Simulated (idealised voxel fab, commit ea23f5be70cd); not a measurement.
Name of the process module below: voxel wiring stack
FYI the section here is cut, 230 nm wide, cells are 5 nm squares.
The cross-sections in this document take the form of a grid made of square cells. They are written out as bands, in order from top to bottom. Each band consists of one or more rows of cells.
In this notation a band is specified by the heights of its top and bottom, in that order and in nm, after which its materials appear from left to right, each paired with its width in nm. The word "all across" attached to a single material means that material fills the band from edge to edge; the word "blank" stands for empty space.
Heights are measured from 0, the level below which the as-received wafer is all one material; the lowest band has no bottom and continues downward, written as in "0..down".
Width spec "30..40" -> top row of cells at first value, bottom row at second value, equal per-row change in between.
"stayed the same" means the step left every cell of the cross-section as it was.
"Enclosed internal cavities": sealed empty spaces, 8 cells or more, no open way to top, listed width x height at distance, with distance from the left edge and width, height and distance in nm.
Note: text after step settings on the step line = simulator remark on that step.
The optional step-line setting "overlay nm" applies to steps with a mask and quantifies how far to the right of its planned location the mask lay, a negative value indicating leftward placement.

### Process steps foreseen in the plan
1,RECEIVE [material Si]
2,CONFORMAL_DEP [material SiO2] [thk nm 15]
3,CONFORMAL_DEP [material SiN] [thk nm 5]
4,DIRECTIONAL_DEP [material lowk] [thk nm 15]
5,PATTERN [tone open] [mask id METAL_1] [material resist] [width nm 20] [pitch nm 50] [thk nm 20] [overlay nm 0]
6,DIRECTIONAL_ETCH [etch materials lowk] [depth nm 15]
7,DIRECTIONAL_ETCH [etch materials SiN] [depth nm 5]
8,STRIP [etch materials resist]
9,CONFORMAL_DEP [material TiN] [thk nm 5]
10,FILL_DEP [material W] [thk nm 10]
11,CMP [height nm 35]
12,EPI [material Ru] [thk nm 5]
13,FILL_DEP [material SiCN] [thk nm 5]
14,DIRECTIONAL_DEP [material lowk] [thk nm 30]
15,PATTERN [tone open] [mask id METAL_2_HOLES] [material resist] [width nm 15] [pitch nm 50] [thk nm 20] [overlay nm 0]
16,DIRECTIONAL_ETCH [etch materials lowk] [depth nm 30]
17,STRIP [etch materials resist]
18,DIRECTIONAL_DEP [material aC] [thk nm 15]
19,PATTERN [tone open] [mask id METAL_2] [material resist] [width nm 20] [pitch nm 50] [thk nm 30] [overlay nm 0]
20,DIRECTIONAL_ETCH [etch materials aC] [depth nm 15]
21,STRIP [etch materials resist]
22,DIRECTIONAL_ETCH [etch materials lowk] [depth nm 20]
23,DIRECTIONAL_ETCH [etch materials SiCN] [depth nm 5]
24,STRIP [etch materials aC]
25,CONFORMAL_DEP [material TiN] [thk nm 5]
26,FILL_DEP [material Cu] [thk nm 5]
27,CMP [height nm 65]
28,CONFORMAL_DEP [material SiCN] [thk nm 5]
29,DIRECTIONAL_DEP [material lowk] [thk nm 25]
30,MASKED_ETCH [tone open] [mask id METAL_3_HOLES] [width nm 15] [pitch nm 50] [etch materials lowk] [depth nm 25] [overlay nm 0]
31,DIRECTIONAL_DEP [material aC] [thk nm 10]
32,PATTERN [tone open] [mask id METAL_3] [material resist] [width nm 20] [pitch nm 50] [thk nm 30] [overlay nm 0]
33,DIRECTIONAL_ETCH [etch materials aC] [depth nm 10]
34,STRIP [etch materials resist]
35,DIRECTIONAL_ETCH [etch materials lowk] [depth nm 15]
36,DIRECTIONAL_ETCH [etch materials SiCN] [depth nm 5]
37,STRIP [etch materials aC]
38,CONFORMAL_DEP [material TiN] [thk nm 5]
39,FILL_DEP [material Ru] [thk nm 5]
40,CMP [height nm 105]
41,CONFORMAL_DEP [material SiN] [thk nm 5]
For this document, wafers share an identical start and vary in the step 27 height nm; the plan quotes the first wafer's value.

### First of several wafers (as received, post step 1), cross-sectional view
  0..down: Si all across
  Enclosed internal cavities: none

### first wafer at the end, after step 41
  110..105: SiN all across
  105..100: Ru all across
  100..95: 35 nm TiN; 10 nm Ru; 40 nm TiN; 10 nm Ru; 40 nm TiN; 10 nm Ru; 40 nm TiN; 10 nm Ru; 35 nm TiN
  95..85: 30 nm lowk; 5 nm TiN; 10 nm Ru; 5 nm TiN; 30 nm lowk; 5 nm TiN; 10 nm Ru; 5 nm TiN; 30 nm lowk; 5 nm TiN; 10 nm Ru; 5 nm TiN; 30 nm lowk; 5 nm TiN; 10 nm Ru; 5 nm TiN; 30 nm lowk
  85..80: 30 nm lowk; 5 nm TiN; 5 nm Ru; 10 nm TiN; 30 nm lowk; 5 nm TiN; 5 nm Ru; 10 nm TiN; 30 nm lowk; 5 nm TiN; 5 nm Ru; 10 nm TiN; 30 nm lowk; 5 nm TiN; 5 nm Ru; 10 nm TiN; 30 nm lowk
  80..70: 30 nm lowk; 5 nm TiN; 5 nm Ru; 5 nm TiN; 35 nm lowk; 5 nm TiN; 5 nm Ru; 5 nm TiN; 35 nm lowk; 5 nm TiN; 5 nm Ru; 5 nm TiN; 35 nm lowk; 5 nm TiN; 5 nm Ru; 5 nm TiN; 35 nm lowk
  70..65: 30 nm SiCN; 15 nm TiN; 35 nm SiCN; 15 nm TiN; 35 nm SiCN; 15 nm TiN; 35 nm SiCN; 15 nm TiN; 35 nm SiCN
  65..55: 30 nm lowk; 5 nm TiN; 10..5 nm Cu; 5..10 nm TiN; 30 nm lowk; 5 nm TiN; 10..5 nm Cu; 5..10 nm TiN; 30 nm lowk; 5 nm TiN; 10..5 nm Cu; 5..10 nm TiN; 30 nm lowk; 5 nm TiN; 10..5 nm Cu; 5..10 nm TiN; 30 nm lowk
  55..45: 30 nm lowk; 5 nm TiN; 5 nm Cu; 5 nm TiN; 35 nm lowk; 5 nm TiN; 5 nm Cu; 5 nm TiN; 35 nm lowk; 5 nm TiN; 5 nm Cu; 5 nm TiN; 35 nm lowk; 5 nm TiN; 5 nm Cu; 5 nm TiN; 35 nm lowk
  45..40: 30 nm SiCN; 15 nm TiN; 35 nm SiCN; 15 nm TiN; 35 nm SiCN; 15 nm TiN; 35 nm SiCN; 15 nm TiN; 35 nm SiCN
  40..35: 25 nm SiCN; 30 nm Ru; 20 nm SiCN; 30 nm Ru; 20 nm SiCN; 30 nm Ru; 20 nm SiCN; 30 nm Ru; 25 nm SiCN
  35..20: 30 nm lowk; 5 nm TiN; 10 nm W; 5 nm TiN; 30 nm lowk; 5 nm TiN; 10 nm W; 5 nm TiN; 30 nm lowk; 5 nm TiN; 10 nm W; 5 nm TiN; 30 nm lowk; 5 nm TiN; 10 nm W; 5 nm TiN; 30 nm lowk
  20..15: 30 nm SiN; 20 nm TiN; 30 nm SiN; 20 nm TiN; 30 nm SiN; 20 nm TiN; 30 nm SiN; 20 nm TiN; 30 nm SiN
  15..0: SiO2 all across
  0..down: Si all across
  Enclosed internal cavities: none

### Last wafer, end of module, cross-section
  110..105: SiN all across
  105..100: 30 nm lowk; 5 nm TiN; 5 nm Ru; 10 nm TiN; 30 nm lowk; 5 nm TiN; 5 nm Ru; 10 nm TiN; 30 nm lowk; 5 nm TiN; 5 nm Ru; 10 nm TiN; 30 nm lowk; 5 nm TiN; 5 nm Ru; 10 nm TiN; 30 nm lowk
  100..90: 30 nm lowk; 5 nm TiN; 5 nm Ru; 5 nm TiN; 35 nm lowk; 5 nm TiN; 5 nm Ru; 5 nm TiN; 35 nm lowk; 5 nm TiN; 5 nm Ru; 5 nm TiN; 35 nm lowk; 5 nm TiN; 5 nm Ru; 5 nm TiN; 35 nm lowk
  90..85: 30 nm SiCN; 15 nm TiN; 35 nm SiCN; 15 nm TiN; 35 nm SiCN; 15 nm TiN; 35 nm SiCN; 15 nm TiN; 35 nm SiCN
  85..80: Cu all across
  80..75: 35 nm TiN; 10 nm Cu; 40 nm TiN; 10 nm Cu; 40 nm TiN; 10 nm Cu; 40 nm TiN; 10 nm Cu; 35 nm TiN
  75..60: 30 nm lowk; 5 nm TiN; 10 nm Cu; 5 nm TiN; 30 nm lowk; 5 nm TiN; 10 nm Cu; 5 nm TiN; 30 nm lowk; 5 nm TiN; 10 nm Cu; 5 nm TiN; 30 nm lowk; 5 nm TiN; 10 nm Cu; 5 nm TiN; 30 nm lowk
  60..55: 30 nm lowk; 5 nm TiN; 5 nm Cu; 10 nm TiN; 30 nm lowk; 5 nm TiN; 5 nm Cu; 10 nm TiN; 30 nm lowk; 5 nm TiN; 5 nm Cu; 10 nm TiN; 30 nm lowk; 5 nm TiN; 5 nm Cu; 10 nm TiN; 30 nm lowk
  55..45: 30 nm lowk; 5 nm TiN; 5 nm Cu; 5 nm TiN; 35 nm lowk; 5 nm TiN; 5 nm Cu; 5 nm TiN; 35 nm lowk; 5 nm TiN; 5 nm Cu; 5 nm TiN; 35 nm lowk; 5 nm TiN; 5 nm Cu; 5 nm TiN; 35 nm lowk
  45..40: 30 nm SiCN; 15 nm TiN; 35 nm SiCN; 15 nm TiN; 35 nm SiCN; 15 nm TiN; 35 nm SiCN; 15 nm TiN; 35 nm SiCN
  40..35: 25 nm SiCN; 30 nm Ru; 20 nm SiCN; 30 nm Ru; 20 nm SiCN; 30 nm Ru; 20 nm SiCN; 30 nm Ru; 25 nm SiCN
  35..20: 30 nm lowk; 5 nm TiN; 10 nm W; 5 nm TiN; 30 nm lowk; 5 nm TiN; 10 nm W; 5 nm TiN; 30 nm lowk; 5 nm TiN; 10 nm W; 5 nm TiN; 30 nm lowk; 5 nm TiN; 10 nm W; 5 nm TiN; 30 nm lowk
  20..15: 30 nm SiN; 20 nm TiN; 30 nm SiN; 20 nm TiN; 30 nm SiN; 20 nm TiN; 30 nm SiN; 20 nm TiN; 30 nm SiN
  15..0: SiO2 all across
  0..down: Si all across
  Enclosed internal cavities: none

### Take any row and you have a wafer at the end of the module: how many cells of each material it has gained (+) or lost (-) since it was received, and then its closed voids
height nm 65 | +20 Cu | +106 Ru | +90 SiCN | +76 SiN | +138 SiO2 | +182 TiN | +24 W | +376 lowk | Enclosed internal cavities: none
height nm 70 | +28 Cu | +60 Ru | +90 SiCN | +76 SiN | +138 SiO2 | +190 TiN | +24 W | +406 lowk | Enclosed internal cavities: none
height nm 75 | +36 Cu | +52 Ru | +90 SiCN | +76 SiN | +138 SiO2 | +160 TiN | +24 W | +436 lowk | Enclosed internal cavities: none
height nm 80 | +44 Cu | +44 Ru | +90 SiCN | +76 SiN | +138 SiO2 | +190 TiN | +24 W | +406 lowk | Enclosed internal cavities: none
height nm 85 | +90 Cu | +36 Ru | +90 SiCN | +76 SiN | +138 SiO2 | +182 TiN | +24 W | +376 lowk | Enclosed internal cavities: none
